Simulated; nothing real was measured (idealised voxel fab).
A process module follows: voxel ribs on slabs.
This is section cut - it's 285 nm across, gridded in 5 nm square cells.
A cross-section in this document is a grid of square cells, and it is written down as bands, the top band listed before the ones below it; a band is made up of one or more rows of cells.
This entry defines a band. It first specifies the height of the band's top and the height of its bottom in nm, and then specifies the band's materials from left to right, stating each material with its width in nm. The word "full width" identifies a single material that fills the band from edge to edge, while the word "empty" identifies empty space.
Convention: height 0 is the level below which the wafer, as received, is all one material. The lowest band does not terminate at the bottom but continues downward, represented as "0 -> down".
So if you see something like "30..40" for the width, read it as the top row of the band sitting at the first number and the bottom row at the second, with every row in between moving by the same amount as the last.
"stayed the same" -> step changed no cross-section cell.
Look at "Sealed void listing" for the closed voids: empty spaces with no open path to the top, sized 8 cells or up. Each is width x height at distance, distance from the left edge, all nm.
Text after the settings on a step's line: the simulator's own remark on that step.
overlay nm: where the mask lay relative to plan, measured to the right, on steps with a mask; negatives go left.
Process steps foreseen in the plan
step 1: RECEIVE [material Si]
step 2: DIRECTIONAL_DEP [material SiO2] [thk nm 20]
step 3: DIRECTIONAL_DEP [material SiN] [thk nm 20]
step 4: DIRECTIONAL_DEP [material aC] [thk nm 15]
step 5: PATTERN [tone cover] [mask id RIB] [material resist] [width nm 20] [thk nm 30] [overlay nm 0]
step 6: DIRECTIONAL_ETCH [etch materials aC] [depth nm 15]
step 7: STRIP [etch materials resist]
step 8: DIRECTIONAL_ETCH [etch materials SiN] [depth nm 5]
step 9: STRIP [etch materials aC]
step 10: DIRECTIONAL_DEP [material aC] [thk nm 15]
step 11: PATTERN [tone cover] [mask id SLAB] [material resist] [width nm 70] [thk nm 30] [overlay nm 0]
step 12: DIRECTIONAL_ETCH [etch materials aC] [depth nm 15]
step 13: STRIP [etch materials resist]
step 14: DIRECTIONAL_ETCH [etch materials SiN] [depth nm 15]
step 15: STRIP [etch materials aC]
step 16: FILL_DEP [material SiO2] [thk nm 25]
step 17: CMP [height nm 55]
step 18: DIRECTIONAL_DEP [material W] [thk nm 10]
step 19: PATTERN [tone cover] [mask id HEATER] [material resist] [width nm 30] [thk nm 20] [overlay nm 0]
step 20: DIRECTIONAL_ETCH [etch materials W] [depth nm 10]
step 21: STRIP [etch materials resist]
step 22: CONFORMAL_DEP [material SiN] [thk nm 10]
As-received state of the wafer in cross-section, equivalent to post-step 1
  0 -> down: Si full width
  Sealed void listing: none
End-of-module cross-section of the first of two wafers, processed as planned
  75 -> 65: empty: 115, then SiN: 50, then empty: 120
  65 -> 55: SiN: 125, then W: 30, then SiN: 130
  55 -> 40: SiO2 full width
  40 -> 35: SiO2: 130, then SiN: 20, then SiO2: 135
  35 -> 20: SiO2: 105, then SiN: 70, then SiO2: 110
  20 -> 0: SiO2 full width
  0 -> down: Si full width
  Sealed void listing: none
Module end: cross-section of wafer two of two. Same start and process plan as the first wafer. One mistake during execution
  75 -> 65: empty: 115, then SiN: 50, then empty: 120
  65 -> 55: SiN: 125, then W: 30, then SiN: 130
  55 -> 40: SiO2 full width
  40 -> 35: SiO2: 130, then SiN: 20, then SiO2: 135
  35 -> 20: SiO2: 115, then SiN: 70, then SiO2: 100
  20 -> 0: SiO2 full width
  0 -> down: Si full width
  Sealed void listing: none
In executing the process, a mistake was made relative to the plan: planned and actual differ for step 11; actual: PATTERN [tone cover] [mask id SLAB] [material resist] [width nm 70] [thk nm 30] [overlay nm 10]
Cell counts per material: same on both final wafers. Positions: different.
